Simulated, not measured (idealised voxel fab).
The name of this process module is voxel double patterning.
Cross-sectional view cut (width: 165 nm; square cell size: 5 nm).
Cross-sections here: square-cell grids, written as top-down lists of bands, a band being one or more rows of cells. This entry defines a band. It first specifies the height of the band's top and the height of its bottom in nm, and then specifies the band's materials from left to right, stating each material with its width in nm. The word "everywhere" identifies a single material that fills the band from edge to edge, while the word "air" identifies empty space. Height is counted from the level 0, under which the received wafer is composed throughout of one material. The lowest of the bands is not closed at the bottom but continues downward, in the notation "top 0, no bottom". Note: "30->40" means the width goes from the first number (top row of the band) to the second number (bottom row) in equal steps per row of cells. "no alteration" after a step means that no cell of the cross-section changed. You'll see "Enclosed cavity list" listing empty spaces that have no way open to the top, as long as they're 8 cells or more; the notation is width x height at distance, where the distance is from the left edge, and all of it is in nm. Post-settings text on a step line: simulator's own remark regarding the step. overlay nm: mask offset rightward from planned place, masked step; negative means leftward offset.
Intended process steps
1: RECEIVE [material Si]
2: CONFORMAL_DEP [material SiO2] [thk nm 10]
3: DIRECTIONAL_DEP [material polySi] [thk nm 15]
4: DIRECTIONAL_DEP [material SiN] [thk nm 10]
5: DIRECTIONAL_DEP [material aC] [thk nm 10]
6: PATTERN [tone open] [mask id FIRST] [material resist] [width nm 15] [pitch nm 50] [thk nm 30] [overlay nm 0]
7: DIRECTIONAL_ETCH [etch materials aC] [depth nm 10]
8: STRIP [etch materials resist]
9: DIRECTIONAL_ETCH [etch materials SiN] [depth nm 5]
10: STRIP [etch materials aC]
11: DIRECTIONAL_DEP [material aC] [thk nm 10]
12: PATTERN [tone open] [mask id SECOND] [material resist] [width nm 15] [pitch nm 50] [thk nm 30] [overlay nm 0]
13: DIRECTIONAL_ETCH [etch materials aC] [depth nm 10]
14: STRIP [etch materials resist]
15: DIRECTIONAL_ETCH [etch materials SiN] [depth nm 10]
16: STRIP [etch materials aC]
17: DIRECTIONAL_ETCH [etch materials polySi] [depth nm 15]
18: STRIP [etch materials SiN]
All wafers enter the flow in the same state. The depth nm at step 9 differs from wafer to wafer, and the plan gives the value for the first wafer.
Cross-section, first of several wafers, as delivered after step 1
- top 0, no bottom | Si everywhere
- Enclosed cavity list: none
Where each wafer stands at the end of the module, a row apiece: cells of each material gained (+) or lost (-) since it was received, then closed voids
depth nm 5 | +66 SiO2 | +81 polySi | Enclosed cavity list: none
depth nm 10 | +66 SiO2 | +54 polySi | Enclosed cavity list: none
depth nm 15 | +66 SiO2 | +54 polySi | Enclosed cavity list: none
depth nm 20 | +66 SiO2 | +54 polySi | Enclosed cavity list: none
depth nm 25 | +66 SiO2 | +54 polySi | Enclosed cavity list: none
